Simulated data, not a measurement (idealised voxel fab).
Process module, titled voxel transistor to metal
Cross-sectional view cut (width: 295 nm; square cell size: 5 nm).
Square cells in a grid make up a cross-section in this document, and the grid is given as bands, listed from the top down, each one or more rows of cells.
Quick guide to a band line: top height, bottom height (nm) up front; then every material left to right with its width in nm. Only one material and it's marked "everywhere"? Then it fills the band edge to edge. And "empty" just means empty space.
Measure heights from 0. That's the level where, below it, the as-received wafer is all one material. The lowest band is bottomless and extends downward; write it as in "from 0 down".
The expression "30->40" gives the width at the extremes of the band, the first number at its top row of cells and the second at its bottom row, with the width changing by equal amounts from each row to the next in between.
Basically "left unchanged" means that step didn't change any cell in the cross-section.
If an empty space has no open way to the top and is at least 8 cells in size, "closed voids" lists it, written width x height at distance, where distance is measured from the left edge and every value is in nm.
Formally, on a step line, whatever follows the settings is a remark that the simulator itself makes on the step.
The line of a step may include "overlay nm". On a step with a mask, this value is how far to the right of its planned place the mask lay. A negative value means the mask lay to the left.

[Process steps - plan]
| 1 | RECEIVE with material Si |
| 2 | CONFORMAL_DEP with material SiO2, thk nm 5 |
| 3 | CONFORMAL_DEP with material SiN, thk nm 10 |
| 4 | MASKED_ETCH with tone cover, mask id ACTIVE, width nm 110, pitch nm 140, etch materials SiN, depth nm 10, overlay nm 0 |
| 5 | MASKED_ETCH with tone cover, mask id ACTIVE, width nm 110, pitch nm 140, etch materials SiO2, depth nm 5, overlay nm 0 |
| 6 | MASKED_ETCH with tone cover, mask id ACTIVE, width nm 110, pitch nm 140, etch materials Si, depth nm 20, overlay nm 0 |
| 7 | FILL_DEP with material SiO2, thk nm 5 |
| 8 | CMP with height nm 15 |
| 9 | SELECTIVE_ETCH with etch materials SiO2, depth nm 5 |
| 10 | STRIP with etch materials SiN |
| 11 | SELECTIVE_ETCH with etch materials SiO2, depth nm 5 |
| 12 | OXIDIZE with depth nm 5 |
| 13 | DIRECTIONAL_DEP with material polySi, thk nm 30 |
| 14 | DIRECTIONAL_DEP with material SiCN, thk nm 10 |
| 15 | MASKED_ETCH with tone cover, mask id GATE, width nm 20, pitch nm 140, etch materials SiCN, depth nm 20, overlay nm 0 |
| 16 | MASKED_ETCH with tone cover, mask id GATE, width nm 20, pitch nm 140, etch materials polySi, depth nm 40, overlay nm 0 |
| 17 | CONFORMAL_DEP with material SiO2, thk nm 5 |
| 18 | DIRECTIONAL_ETCH with etch materials SiO2, depth nm 5 |
| 19 | CONFORMAL_DEP with material SiN, thk nm 10 |
| 20 | DIRECTIONAL_ETCH with etch materials SiN, depth nm 10 |
| 21 | DIRECTIONAL_ETCH with etch materials SiO2, depth nm 5 |
| 22 | DIRECTIONAL_ETCH with etch materials Si, depth nm 15 |
| 23 | EPI with material pSi, thk nm 15 |
| 24 | FILL_DEP with material SiO2, thk nm 10 |
| 25 | CMP with height nm 40 |
| 26 | DIRECTIONAL_DEP with material SiO2, thk nm 15 |
| 27 | PATTERN with tone open, mask id CONTACT, material resist, width nm 20, thk nm 20, overlay nm 0 |
| 28 | DIRECTIONAL_ETCH with etch materials SiO2, depth nm 45 |
| 29 | STRIP with etch materials resist |
| 30 | CONFORMAL_DEP with material TiN, thk nm 5 |
| 31 | FILL_DEP with material Ru, thk nm 5 |
| 32 | CMP with height nm 55 |
| 33 | CONFORMAL_DEP with material SiCN, thk nm 5 |
| 34 | DIRECTIONAL_DEP with material SiO2, thk nm 20 |
| 35 | DIRECTIONAL_DEP with material aC, thk nm 10 |
| 36 | PATTERN with tone open, mask id METAL_1, material resist, width nm 20, thk nm 30, overlay nm 0 |
| 37 | DIRECTIONAL_ETCH with etch materials aC, depth nm 10 |
| 38 | STRIP with etch materials resist |
| 39 | DIRECTIONAL_ETCH with etch materials SiO2, depth nm 20 |
| 40 | DIRECTIONAL_ETCH with etch materials SiCN, depth nm 5 |
| 41 | STRIP with etch materials aC |
| 42 | CONFORMAL_DEP with material TiN, thk nm 5 |
| 43 | FILL_DEP with material Cu, thk nm 5 |
| 44 | CMP with height nm 80 |
| 45 | CONFORMAL_DEP with material SiCN, thk nm 5 |

[The first of the two wafers, which ran as planned]

[Wafer cross-section on receipt, i.e. after step 1]
	from 0 down  Si everywhere
	closed voids: none

[How the wafer stands in section after step 2]
	from 5 to 0  SiO2 everywhere
	Lower than 0, everything is as it was.

[How the wafer stands in section after step 3]
	from 15 to 5  SiN everywhere
	Lower than 5, everything is as it was.

[How the wafer stands in section after step 4]
	from 15 to 5  20 empty | 110 SiN | 30 empty | 110 SiN | 25 empty
	Lower than 5, everything is as it was.

[How the wafer stands in section after step 5]
	from 15 to 5  20 empty | 110 SiN | 30 empty | 110 SiN | 25 empty
	from 5 to 0  20 empty | 110 SiO2 | 30 empty | 110 SiO2 | 25 empty
	Lower than 0, everything is as it was.

[How the wafer stands in section after step 6]
	from 15 to 5  20 empty | 110 SiN | 30 empty | 110 SiN | 25 empty
	from 5 to 0  20 empty | 110 SiO2 | 30 empty | 110 SiO2 | 25 empty
	from 0 to -20  20 empty | 110 Si | 30 empty | 110 Si | 25 empty
	Lower than -20, everything is as it was.

[How the wafer stands in section after step 7]
	from 20 to 15  SiO2 everywhere
	from 15 to 5  20 SiO2 | 110 SiN | 30 SiO2 | 110 SiN | 25 SiO2
	from 5 to 0  SiO2 everywhere
	from 0 to -20  20 SiO2 | 110 Si | 30 SiO2 | 110 Si | 25 SiO2
	Lower than -20, everything is as it was.

[How the wafer stands in section after step 8]
	from 15 to 5  20 SiO2 | 110 SiN | 30 SiO2 | 110 SiN | 25 SiO2
	Lower than 5, everything is as it was.

[How the wafer stands in section after step 9]
	from 15 to 10  20 empty | 110 SiN | 30 empty | 110 SiN | 25 empty
	Lower than 10, everything is as it was.

[How the wafer stands in section after step 10]
	from 10 to 5  20 SiO2 | 110 empty | 30 SiO2 | 110 empty | 25 SiO2
	Lower than 5, everything is as it was.

[How the wafer stands in section after step 11]
	from 5 to 0  15 SiO2 | 120 empty | 20 SiO2 | 120 empty | 20 SiO2
	Lower than 0, everything is as it was.

[How the wafer stands in section after step 12]
	from 5 to 0  15 SiO2 | 120 empty | 20 SiO2 | 120 empty | 20 SiO2
	from 0 to -5  SiO2 everywhere
	Lower than -5, everything is as it was.

[How the wafer stands in section after step 13]
	from 35 to 30  15 polySi | 120 empty | 20 polySi | 120 empty | 20 polySi
	from 30 to 5  polySi everywhere
	from 5 to 0  15 SiO2 | 120 polySi | 20 SiO2 | 120 polySi | 20 SiO2
	Lower than 0, everything is as it was.

[How the wafer stands in section after step 14]
	from 45 to 40  15 SiCN | 120 empty | 20 SiCN | 120 empty | 20 SiCN
	from 40 to 35  SiCN everywhere
	from 35 to 30  15 polySi | 120 SiCN | 20 polySi | 120 SiCN | 20 polySi
	Lower than 30, everything is as it was.

[How the wafer stands in section after step 15]
	from 40 to 35  65 empty | 20 SiCN | 120 empty | 20 SiCN | 70 empty
	from 35 to 30  15 polySi | 50 empty | 20 SiCN | 50 empty | 20 polySi | 50 empty | 20 SiCN | 50 empty | 20 polySi
	Lower than 30, everything is as it was.

[How the wafer stands in section after step 16]
	from 40 to 30  65 empty | 20 SiCN | 120 empty | 20 SiCN | 70 empty
	from 30 to 5  65 empty | 20 polySi | 120 empty | 20 polySi | 70 empty
	from 5 to 0  15 SiO2 | 50 empty | 20 polySi | 50 empty | 20 SiO2 | 50 empty | 20 polySi | 50 empty | 20 SiO2
	Lower than 0, everything is as it was.

[How the wafer stands in section after step 17]
	from 45 to 40  60 empty | 30 SiO2 | 110 empty | 30 SiO2 | 65 empty
	from 40 to 30  60 empty | 5 SiO2 | 20 SiCN | 5 SiO2 | 110 empty | 5 SiO2 | 20 SiCN | 5 SiO2 | 65 empty
	from 30 to 10  60 empty | 5 SiO2 | 20 polySi | 5 SiO2 | 110 empty | 5 SiO2 | 20 polySi | 5 SiO2 | 65 empty
	from 10 to 5  20 SiO2 | 40 empty | 5 SiO2 | 20 polySi | 5 SiO2 | 40 empty | 30 SiO2 | 40 empty | 5 SiO2 | 20 polySi | 5 SiO2 | 40 empty | 25 SiO2
	from 5 to 0  65 SiO2 | 20 polySi | 120 SiO2 | 20 polySi | 70 SiO2
	Lower than 0, everything is as it was.

[How the wafer stands in section after step 18]
	from 40 to 30  60 empty | 5 SiO2 | 20 SiCN | 5 SiO2 | 110 empty | 5 SiO2 | 20 SiCN | 5 SiO2 | 65 empty
	from 30 to 5  60 empty | 5 SiO2 | 20 polySi | 5 SiO2 | 110 empty | 5 SiO2 | 20 polySi | 5 SiO2 | 65 empty
	from 5 to 0  20 SiO2 | 40 empty | 5 SiO2 | 20 polySi | 5 SiO2 | 40 empty | 30 SiO2 | 40 empty | 5 SiO2 | 20 polySi | 5 SiO2 | 40 empty | 25 SiO2
	Lower than 0, everything is as it was.

[How the wafer stands in section after step 19]
	from 50 to 40  50 empty | 50 SiN | 90 empty | 50 SiN | 55 empty
	from 40 to 30  50 empty | 10 SiN | 5 SiO2 | 20 SiCN | 5 SiO2 | 10 SiN | 90 empty | 10 SiN | 5 SiO2 | 20 SiCN | 5 SiO2 | 10 SiN | 55 empty
	from 30 to 15  50 empty | 10 SiN | 5 SiO2 | 20 polySi | 5 SiO2 | 10 SiN | 90 empty | 10 SiN | 5 SiO2 | 20 polySi | 5 SiO2 | 10 SiN | 55 empty
	from 15 to 10  30 SiN | 20 empty | 10 SiN | 5 SiO2 | 20 polySi | 5 SiO2 | 10 SiN | 20 empty | 50 SiN | 20 empty | 10 SiN | 5 SiO2 | 20 polySi | 5 SiO2 | 10 SiN | 20 empty | 35 SiN
	from 10 to 5  60 SiN | 5 SiO2 | 20 polySi | 5 SiO2 | 110 SiN | 5 SiO2 | 20 polySi | 5 SiO2 | 65 SiN
	from 5 to 0  20 SiO2 | 40 SiN | 5 SiO2 | 20 polySi | 5 SiO2 | 40 SiN | 30 SiO2 | 40 SiN | 5 SiO2 | 20 polySi | 5 SiO2 | 40 SiN | 25 SiO2
	Lower than 0, everything is as it was.

[How the wafer stands in section after step 20]
	from 40 to 30  50 empty | 10 SiN | 5 SiO2 | 20 SiCN | 5 SiO2 | 10 SiN | 90 empty | 10 SiN | 5 SiO2 | 20 SiCN | 5 SiO2 | 10 SiN | 55 empty
	from 30 to 5  50 empty | 10 SiN | 5 SiO2 | 20 polySi | 5 SiO2 | 10 SiN | 90 empty | 10 SiN | 5 SiO2 | 20 polySi | 5 SiO2 | 10 SiN | 55 empty
	from 5 to 0  20 SiO2 | 10 SiN | 20 empty | 10 SiN | 5 SiO2 | 20 polySi | 5 SiO2 | 10 SiN | 20 empty | 10 SiN | 30 SiO2 | 10 SiN | 20 empty | 10 SiN | 5 SiO2 | 20 polySi | 5 SiO2 | 10 SiN | 20 empty | 10 SiN | 25 SiO2
	Lower than 0, everything is as it was.

[How the wafer stands in section after step 21]
	from 40 to 35  50 empty | 10 SiN | 5 empty | 20 SiCN | 5 empty | 10 SiN | 90 empty | 10 SiN | 5 empty | 20 SiCN | 5 empty | 10 SiN | 55 empty
	from 35 to 30  50 empty | 10 SiN | 5 SiO2 | 20 SiCN | 5 SiO2 | 10 SiN | 90 empty | 10 SiN | 5 SiO2 | 20 SiCN | 5 SiO2 | 10 SiN | 55 empty
	from 30 to 5  50 empty | 10 SiN | 5 SiO2 | 20 polySi | 5 SiO2 | 10 SiN | 90 empty | 10 SiN | 5 SiO2 | 20 polySi | 5 SiO2 | 10 SiN | 55 empty
	from 5 to 0  20 empty | 10 SiN | 20 empty | 10 SiN | 5 SiO2 | 20 polySi | 5 SiO2 | 10 SiN | 20 empty | 10 SiN | 30 empty | 10 SiN | 20 empty | 10 SiN | 5 SiO2 | 20 polySi | 5 SiO2 | 10 SiN | 20 empty | 10 SiN | 25 empty
	from 0 to -5  30 SiO2 | 20 empty | 50 SiO2 | 20 empty | 50 SiO2 | 20 empty | 50 SiO2 | 20 empty | 35 SiO2
	Lower than -5, everything is as it was.

[How the wafer stands in section after step 22]
	from 40 to 35  50 empty | 10 SiN | 5 empty | 20 SiCN | 5 empty | 10 SiN | 90 empty | 10 SiN | 5 empty | 20 SiCN | 5 empty | 10 SiN | 55 empty
	from 35 to 30  50 empty | 10 SiN | 5 SiO2 | 20 SiCN | 5 SiO2 | 10 SiN | 90 empty | 10 SiN | 5 SiO2 | 20 SiCN | 5 SiO2 | 10 SiN | 55 empty
	from 30 to 5  50 empty | 10 SiN | 5 SiO2 | 20 polySi | 5 SiO2 | 10 SiN | 90 empty | 10 SiN | 5 SiO2 | 20 polySi | 5 SiO2 | 10 SiN | 55 empty
	from 5 to 0  20 empty | 10 SiN | 20 empty | 10 SiN | 5 SiO2 | 20 polySi | 5 SiO2 | 10 SiN | 20 empty | 10 SiN | 30 empty | 10 SiN | 20 empty | 10 SiN | 5 SiO2 | 20 polySi | 5 SiO2 | 10 SiN | 20 empty | 10 SiN | 25 empty
	from 0 to -5  30 SiO2 | 20 empty | 50 SiO2 | 20 empty | 50 SiO2 | 20 empty | 50 SiO2 | 20 empty | 35 SiO2
	from -5 to -20  20 SiO2 | 10 Si | 20 empty | 50 Si | 20 empty | 10 Si | 30 SiO2 | 10 Si | 20 empty | 50 Si | 20 empty | 10 Si | 25 SiO2
	Lower than -20, everything is as it was.

[How the wafer stands in section after step 23]
	from 40 to 35  50 empty | 10 SiN | 5 empty | 20 SiCN | 5 empty | 10 SiN | 90 empty | 10 SiN | 5 empty | 20 SiCN | 5 empty | 10 SiN | 55 empty
	from 35 to 30  50 empty | 10 SiN | 5 SiO2 | 20 SiCN | 5 SiO2 | 10 SiN | 90 empty | 10 SiN | 5 SiO2 | 20 SiCN | 5 SiO2 | 10 SiN | 55 empty
	from 30 to 10  50 empty | 10 SiN | 5 SiO2 | 20 polySi | 5 SiO2 | 10 SiN | 90 empty | 10 SiN | 5 SiO2 | 20 polySi | 5 SiO2 | 10 SiN | 55 empty
	from 10 to 5  25 empty | 25 pSi | 10 SiN | 5 SiO2 | 20 polySi | 5 SiO2 | 10 SiN | 25 pSi | 40 empty | 25 pSi | 10 SiN | 5 SiO2 | 20 polySi | 5 SiO2 | 10 SiN | 25 pSi | 30 empty
	from 5 to 0  20 empty | 10 SiN | 20 pSi | 10 SiN | 5 SiO2 | 20 polySi | 5 SiO2 | 10 SiN | 20 pSi | 10 SiN | 30 empty | 10 SiN | 20 pSi | 10 SiN | 5 SiO2 | 20 polySi | 5 SiO2 | 10 SiN | 20 pSi | 10 SiN | 25 empty
	from 0 to -5  30 SiO2 | 20 pSi | 50 SiO2 | 20 pSi | 50 SiO2 | 20 pSi | 50 SiO2 | 20 pSi | 35 SiO2
	from -5 to -20  20 SiO2 | 10 Si | 20 pSi | 50 Si | 20 pSi | 10 Si | 30 SiO2 | 10 Si | 20 pSi | 50 Si | 20 pSi | 10 Si | 25 SiO2
	Lower than -20, everything is as it was.

[How the wafer stands in section after step 24]
	from 50 to 40  SiO2 everywhere
	from 40 to 30  50 SiO2 | 10 SiN | 5 SiO2 | 20 SiCN | 5 SiO2 | 10 SiN | 90 SiO2 | 10 SiN | 5 SiO2 | 20 SiCN | 5 SiO2 | 10 SiN | 55 SiO2
	from 30 to 10  50 SiO2 | 10 SiN | 5 SiO2 | 20 polySi | 5 SiO2 | 10 SiN | 90 SiO2 | 10 SiN | 5 SiO2 | 20 polySi | 5 SiO2 | 10 SiN | 55 SiO2
	from 10 to 5  25 SiO2 | 25 pSi | 10 SiN | 5 SiO2 | 20 polySi | 5 SiO2 | 10 SiN | 25 pSi | 40 SiO2 | 25 pSi | 10 SiN | 5 SiO2 | 20 polySi | 5 SiO2 | 10 SiN | 25 pSi | 30 SiO2
	from 5 to 0  20 SiO2 | 10 SiN | 20 pSi | 10 SiN | 5 SiO2 | 20 polySi | 5 SiO2 | 10 SiN | 20 pSi | 10 SiN | 30 SiO2 | 10 SiN | 20 pSi | 10 SiN | 5 SiO2 | 20 polySi | 5 SiO2 | 10 SiN | 20 pSi | 10 SiN | 25 SiO2
	Lower than 0, everything is as it was.

[How the wafer stands in section after step 25]
	from 40 to 30  50 SiO2 | 10 SiN | 5 SiO2 | 20 SiCN | 5 SiO2 | 10 SiN | 90 SiO2 | 10 SiN | 5 SiO2 | 20 SiCN | 5 SiO2 | 10 SiN | 55 SiO2
	Lower than 30, everything is as it was.

[How the wafer stands in section after step 26]
	from 55 to 40  SiO2 everywhere
	Lower than 40, everything is as it was.

[How the wafer stands in section after step 27]
	from 75 to 55  25 resist | 20 empty | 60 resist | 20 empty | 40 resist | 20 empty | 60 resist | 20 empty | 30 resist
	Lower than 55, everything is as it was.

[How the wafer stands in section after step 28]
	from 75 to 55  25 resist | 20 empty | 60 resist | 20 empty | 40 resist | 20 empty | 60 resist | 20 empty | 30 resist
	from 55 to 40  25 SiO2 | 20 empty | 60 SiO2 | 20 empty | 40 SiO2 | 20 empty | 60 SiO2 | 20 empty | 30 SiO2
	from 40 to 30  25 SiO2 | 20 empty | 5 SiO2 | 10 SiN | 5 SiO2 | 20 SiCN | 5 SiO2 | 10 SiN | 5 SiO2 | 20 empty | 40 SiO2 | 20 empty | 5 SiO2 | 10 SiN | 5 SiO2 | 20 SiCN | 5 SiO2 | 10 SiN | 5 SiO2 | 20 empty | 30 SiO2
	from 30 to 10  25 SiO2 | 20 empty | 5 SiO2 | 10 SiN | 5 SiO2 | 20 polySi | 5 SiO2 | 10 SiN | 5 SiO2 | 20 empty | 40 SiO2 | 20 empty | 5 SiO2 | 10 SiN | 5 SiO2 | 20 polySi | 5 SiO2 | 10 SiN | 5 SiO2 | 20 empty | 30 SiO2
	Lower than 10, everything is as it was.

[How the wafer stands in section after step 29]
	from 55 to 40  25 SiO2 | 20 empty | 60 SiO2 | 20 empty | 40 SiO2 | 20 empty | 60 SiO2 | 20 empty | 30 SiO2
	Lower than 40, everything is as it was.

[How the wafer stands in section after step 30]
	from 60 to 55  30 TiN | 10 empty | 70 TiN | 10 empty | 50 TiN | 10 empty | 70 TiN | 10 empty | 35 TiN
	from 55 to 40  25 SiO2 | 5 TiN | 10 empty | 5 TiN | 60 SiO2 | 5 TiN | 10 empty | 5 TiN | 40 SiO2 | 5 TiN | 10 empty | 5 TiN | 60 SiO2 | 5 TiN | 10 empty | 5 TiN | 30 SiO2
	from 40 to 30  25 SiO2 | 5 TiN | 10 empty | 5 TiN | 5 SiO2 | 10 SiN | 5 SiO2 | 20 SiCN | 5 SiO2 | 10 SiN | 5 SiO2 | 5 TiN | 10 empty | 5 TiN | 40 SiO2 | 5 TiN | 10 empty | 5 TiN | 5 SiO2 | 10 SiN | 5 SiO2 | 20 SiCN | 5 SiO2 | 10 SiN | 5 SiO2 | 5 TiN | 10 empty | 5 TiN | 30 SiO2
	from 30 to 15  25 SiO2 | 5 TiN | 10 empty | 5 TiN | 5 SiO2 | 10 SiN | 5 SiO2 | 20 polySi | 5 SiO2 | 10 SiN | 5 SiO2 | 5 TiN | 10 empty | 5 TiN | 40 SiO2 | 5 TiN | 10 empty | 5 TiN | 5 SiO2 | 10 SiN | 5 SiO2 | 20 polySi | 5 SiO2 | 10 SiN | 5 SiO2 | 5 TiN | 10 empty | 5 TiN | 30 SiO2
	from 15 to 10  25 SiO2 | 20 TiN | 5 SiO2 | 10 SiN | 5 SiO2 | 20 polySi | 5 SiO2 | 10 SiN | 5 SiO2 | 20 TiN | 40 SiO2 | 20 TiN | 5 SiO2 | 10 SiN | 5 SiO2 | 20 polySi | 5 SiO2 | 10 SiN | 5 SiO2 | 20 TiN | 30 SiO2
	Lower than 10, everything is as it was.

[How the wafer stands in section after step 31]
	from 65 to 60  Ru everywhere
	from 60 to 55  30 TiN | 10 Ru | 70 TiN | 10 Ru | 50 TiN | 10 Ru | 70 TiN | 10 Ru | 35 TiN
	from 55 to 40  25 SiO2 | 5 TiN | 10 Ru | 5 TiN | 60 SiO2 | 5 TiN | 10 Ru | 5 TiN | 40 SiO2 | 5 TiN | 10 Ru | 5 TiN | 60 SiO2 | 5 TiN | 10 Ru | 5 TiN | 30 SiO2
	from 40 to 30  25 SiO2 | 5 TiN | 10 Ru | 5 TiN | 5 SiO2 | 10 SiN | 5 SiO2 | 20 SiCN | 5 SiO2 | 10 SiN | 5 SiO2 | 5 TiN | 10 Ru | 5 TiN | 40 SiO2 | 5 TiN | 10 Ru | 5 TiN | 5 SiO2 | 10 SiN | 5 SiO2 | 20 SiCN | 5 SiO2 | 10 SiN | 5 SiO2 | 5 TiN | 10 Ru | 5 TiN | 30 SiO2
	from 30 to 15  25 SiO2 | 5 TiN | 10 Ru | 5 TiN | 5 SiO2 | 10 SiN | 5 SiO2 | 20 polySi | 5 SiO2 | 10 SiN | 5 SiO2 | 5 TiN | 10 Ru | 5 TiN | 40 SiO2 | 5 TiN | 10 Ru | 5 TiN | 5 SiO2 | 10 SiN | 5 SiO2 | 20 polySi | 5 SiO2 | 10 SiN | 5 SiO2 | 5 TiN | 10 Ru | 5 TiN | 30 SiO2
	Lower than 15, everything is as it was.

[How the wafer stands in section after step 32]
	from 55 to 40  25 SiO2 | 5 TiN | 10 Ru | 5 TiN | 60 SiO2 | 5 TiN | 10 Ru | 5 TiN | 40 SiO2 | 5 TiN | 10 Ru | 5 TiN | 60 SiO2 | 5 TiN | 10 Ru | 5 TiN | 30 SiO2
	Lower than 40, everything is as it was.

[How the wafer stands in section after step 33]
	from 60 to 55  SiCN everywhere
	Lower than 55, everything is as it was.

[How the wafer stands in section after step 34]
	from 80 to 60  SiO2 everywhere
	Lower than 60, everything is as it was.

[How the wafer stands in section after step 35]
	from 90 to 80  aC everywhere
	Lower than 80, everything is as it was.

[How the wafer stands in section after step 36]
	from 120 to 90  25 resist | 20 empty | 60 resist | 20 empty | 40 resist | 20 empty | 60 resist | 20 empty | 30 resist
	Lower than 90, everything is as it was.

[How the wafer stands in section after step 37]
	from 110 to 90  25 resist | 20 empty | 60 resist | 20 empty | 40 resist | 20 empty | 60 resist | 20 empty | 30 resist
	from 90 to 80  25 aC | 20 empty | 60 aC | 20 empty | 40 aC | 20 empty | 60 aC | 20 empty | 30 aC
	Lower than 80, everything is as it was.

[How the wafer stands in section after step 38]
	from 90 to 80  25 aC | 20 empty | 60 aC | 20 empty | 40 aC | 20 empty | 60 aC | 20 empty | 30 aC
	Lower than 80, everything is as it was.

[How the wafer stands in section after step 39]
	from 90 to 80  25 aC | 20 empty | 60 aC | 20 empty | 40 aC | 20 empty | 60 aC | 20 empty | 30 aC
	from 80 to 60  25 SiO2 | 20 empty | 60 SiO2 | 20 empty | 40 SiO2 | 20 empty | 60 SiO2 | 20 empty | 30 SiO2
	Lower than 60, everything is as it was.

[How the wafer stands in section after step 40]
	from 90 to 80  25 aC | 20 empty | 60 aC | 20 empty | 40 aC | 20 empty | 60 aC | 20 empty | 30 aC
	from 80 to 60  25 SiO2 | 20 empty | 60 SiO2 | 20 empty | 40 SiO2 | 20 empty | 60 SiO2 | 20 empty | 30 SiO2
	from 60 to 55  25 SiCN | 20 empty | 60 SiCN | 20 empty | 40 SiCN | 20 empty | 60 SiCN | 20 empty | 30 SiCN
	Lower than 55, everything is as it was.

[How the wafer stands in section after step 41]
	from 80 to 60  25 SiO2 | 20 empty | 60 SiO2 | 20 empty | 40 SiO2 | 20 empty | 60 SiO2 | 20 empty | 30 SiO2
	Lower than 60, everything is as it was.

[How the wafer stands in section after step 42]
	from 85 to 80  30 TiN | 10 empty | 70 TiN | 10 empty | 50 TiN | 10 empty | 70 TiN | 10 empty | 35 TiN
	from 80 to 60  25 SiO2 | 5 TiN | 10 empty | 5 TiN | 60 SiO2 | 5 TiN | 10 empty | 5 TiN | 40 SiO2 | 5 TiN | 10 empty | 5 TiN | 60 SiO2 | 5 TiN | 10 empty | 5 TiN | 30 SiO2
	from 60 to 55  25 SiCN | 20 TiN | 60 SiCN | 20 TiN | 40 SiCN | 20 TiN | 60 SiCN | 20 TiN | 30 SiCN
	Lower than 55, everything is as it was.

[How the wafer stands in section after step 43]
	from 90 to 85  Cu everywhere
	from 85 to 80  30 TiN | 10 Cu | 70 TiN | 10 Cu | 50 TiN | 10 Cu | 70 TiN | 10 Cu | 35 TiN
	from 80 to 60  25 SiO2 | 5 TiN | 10 Cu | 5 TiN | 60 SiO2 | 5 TiN | 10 Cu | 5 TiN | 40 SiO2 | 5 TiN | 10 Cu | 5 TiN | 60 SiO2 | 5 TiN | 10 Cu | 5 TiN | 30 SiO2
	Lower than 60, everything is as it was.

[How the wafer stands in section after step 44]
	from 80 to 60  25 SiO2 | 5 TiN | 10 Cu | 5 TiN | 60 SiO2 | 5 TiN | 10 Cu | 5 TiN | 40 SiO2 | 5 TiN | 10 Cu | 5 TiN | 60 SiO2 | 5 TiN | 10 Cu | 5 TiN | 30 SiO2
	Lower than 60, everything is as it was.

[How the wafer stands in section after step 45]
	from 85 to 80  SiCN everywhere
	Lower than 80, everything is as it was.

[Companion wafer, the second of two: same beginning, same intended sequence, one mistake in carrying it out; through step 42 inclusive it tracks the first exactly]

[Cross-sectional view of the second wafer at the intended end time of process step 43]
	from 90 to 85  aC everywhere
	from 85 to 80  30 TiN | 10 aC | 70 TiN | 10 aC | 50 TiN | 10 aC | 70 TiN | 10 aC | 35 TiN
	from 80 to 60  25 SiO2 | 5 TiN | 10 aC | 5 TiN | 60 SiO2 | 5 TiN | 10 aC | 5 TiN | 40 SiO2 | 5 TiN | 10 aC | 5 TiN | 60 SiO2 | 5 TiN | 10 aC | 5 TiN | 30 SiO2
	Lower than 60, everything is as it was.

[Cross-sectional view of the second wafer at the intended end time of process step 44]
	from 80 to 60  25 SiO2 | 5 TiN | 10 aC | 5 TiN | 60 SiO2 | 5 TiN | 10 aC | 5 TiN | 40 SiO2 | 5 TiN | 10 aC | 5 TiN | 60 SiO2 | 5 TiN | 10 aC | 5 TiN | 30 SiO2
	Lower than 60, everything is as it was.

[Cross-sectional view of the second wafer at the intended end time of process step 45]
	from 85 to 80  SiCN everywhere
	Lower than 80, everything is as it was.
Against the plan, the run slipped here: note that step 43 departed from the planned setting and was carried out as FILL_DEP with material aC, thk nm 5
Upon completion, the second wafer contains, in terms of cells, a greater or smaller amount of certain materials than the first wafer: 32 fewer of Cu | 32 more of aC
